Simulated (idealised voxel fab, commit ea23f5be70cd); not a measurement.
Process module, titled voxel wiring stack
Pictured: cross-section cut, 270 nm wide, on a grid of 5 nm square cells.
A cross-section in this document is a grid of square cells, and it is written down as bands, the top band listed before the ones below it; a band is made up of one or more rows of cells.
In this notation a band is specified by the heights of its top and bottom, in that order and in nm, after which its materials appear from left to right, each paired with its width in nm. The word "edge to edge" attached to a single material means that material fills the band from edge to edge; the word "air" stands for empty space.
Note: height 0 marks the level under which the wafer is uniformly one material as received. Lowest band unbounded below, written "from 0 down".
Read "30->40" as a graded width: first number on top, second number at the bottom, same change between each pair of neighbouring rows.
Reading "no alteration" for a step: not a cell of the cross-section changed in it.
Enclosed void listing: empty space of 8 cells or more with no open way to the top, each as width x height at its distance from the left edge, in nm
Heads up: the bit after the settings on a step's line is the simulator's remark on that step.
A step line may carry the setting "overlay nm", which, for steps involving a mask, states the distance by which the mask lay to the right of its intended position; negative values denote displacement to the left.
# The planned process steps are enumerated hereunder
1 op RECEIVE | material Si
2 op CONFORMAL_DEP | material SiO2 | thk nm 10
3 op CONFORMAL_DEP | material SiCN | thk nm 5
4 op DIRECTIONAL_DEP | material SiO2 | thk nm 20
5 op DIRECTIONAL_DEP | material aC | thk nm 10
6 op PATTERN | tone open | mask id METAL_1 | material resist | width nm 20 | pitch nm 45 | thk nm 30 | overlay nm 0
7 op DIRECTIONAL_ETCH | etch materials aC | depth nm 10
8 op STRIP | etch materials resist
9 op DIRECTIONAL_ETCH | etch materials SiO2 | depth nm 20
10 op DIRECTIONAL_ETCH | etch materials SiCN | depth nm 5
11 op STRIP | etch materials aC
12 op CONFORMAL_DEP | material TiN | thk nm 5
13 op FILL_DEP | material Cu | thk nm 10
14 op CMP | height nm 35
15 op EPI | material Ru | thk nm 5
16 op FILL_DEP | material SiCN | thk nm 5
17 op DIRECTIONAL_DEP | material SiO2 | thk nm 20
18 op PATTERN | tone open | mask id PLUG_1 | material resist | width nm 15 | thk nm 15 | overlay nm 0
19 op DIRECTIONAL_ETCH | etch materials SiO2 | depth nm 20
20 op DIRECTIONAL_ETCH | etch materials SiCN | depth nm 5
21 op STRIP | etch materials resist
22 op CONFORMAL_DEP | material TiN | thk nm 5
23 op FILL_DEP | material Ru | thk nm 5
24 op CMP | height nm 65
25 op DIRECTIONAL_DEP | material TiN | thk nm 5
26 op DIRECTIONAL_DEP | material Ru | thk nm 25
27 op MASKED_ETCH | tone cover | mask id METAL_2 | width nm 20 | pitch nm 45 | etch materials Ru | depth nm 25 | overlay nm 0
28 op MASKED_ETCH | tone cover | mask id METAL_2 | width nm 20 | pitch nm 45 | etch materials TiN | depth nm 5 | overlay nm 0
29 op CONFORMAL_DEP | material SiN | thk nm 5
30 op FILL_DEP | material lowk | thk nm 5
31 op CMP | height nm 95
32 op CONFORMAL_DEP | material SiCN | thk nm 5
33 op DIRECTIONAL_DEP | material SiO2 | thk nm 15
34 op PATTERN | tone open | mask id PLUG_2 | material resist | width nm 15 | pitch nm 45 | thk nm 15 | overlay nm 0
35 op DIRECTIONAL_ETCH | etch materials SiO2 | depth nm 15
36 op DIRECTIONAL_ETCH | etch materials SiCN | depth nm 5
37 op STRIP | etch materials resist
38 op CONFORMAL_DEP | material TiN | thk nm 5
39 op FILL_DEP | material Ru | thk nm 10
40 op CMP | height nm 115
41 op DIRECTIONAL_DEP | material TiN | thk nm 5
42 op DIRECTIONAL_DEP | material Ru | thk nm 15
43 op MASKED_ETCH | tone cover | mask id METAL_3 | width nm 20 | pitch nm 45 | etch materials Ru | depth nm 15 | overlay nm 0
44 op MASKED_ETCH | tone cover | mask id METAL_3 | width nm 20 | pitch nm 45 | etch materials TiN | depth nm 5 | overlay nm 0
45 op CONFORMAL_DEP | material SiCN | thk nm 5
46 op FILL_DEP | material SiO2 | thk nm 10
47 op CMP | height nm 135
48 op CONFORMAL_DEP | material SiCN | thk nm 5
# Wafer at receipt (post step 1), cross-section
  from 0 down = Si edge to edge
  Enclosed void listing: none
# Module complete, cross-section. Starting point and plan per above. One mistake made in running the module
  from 150 to 135 = SiCN edge to edge
  from 135 to 120 = SiO2: 95  SiCN: 5  Ru: 20  SiCN: 5  SiO2: 15  SiCN: 5  Ru: 20  SiCN: 5  SiO2: 100
  from 120 to 115 = SiCN: 100  TiN: 20  SiCN: 25  TiN: 20  SiCN: 105
  from 115 to 100 = SiO2: 100  TiN: 5  Ru: 5  TiN: 5  SiO2: 30  TiN: 5  Ru: 5  TiN: 5  SiO2: 110
  from 100 to 95 = SiCN: 100  TiN: 15  SiCN: 30  TiN: 15  SiCN: 110
  from 95 to 70 = lowk: 95  SiN: 5  Ru: 20  SiN: 5  lowk: 15  SiN: 5  Ru: 20  SiN: 5  lowk: 100
  from 70 to 65 = SiN: 100  TiN: 20  SiN: 25  TiN: 20  SiN: 105
  from 65 to 45 = SiO2: 100  TiN: 5  Ru: 5  TiN: 5  SiO2: 155
  from 45 to 40 = SiCN: 100  TiN: 15  SiCN: 155
  from 40 to 35 = SiCN: 95  Ru: 30  SiCN: 15  Ru: 30  SiCN: 100
  from 35 to 15 = SiO2: 100  TiN: 5  Cu: 10  TiN: 5  SiO2: 25  TiN: 5  Cu: 10  TiN: 5  SiO2: 105
  from 15 to 10 = SiCN: 100  TiN: 20  SiCN: 25  TiN: 20  SiCN: 105
  from 10 to 0 = SiO2 edge to edge
  from 0 down = Si edge to edge
  Enclosed void listing: none
What went wrong in running the wafer? note that step 48 departed from the planned setting and was carried out as op CONFORMAL_DEP | material SiCN | thk nm 15
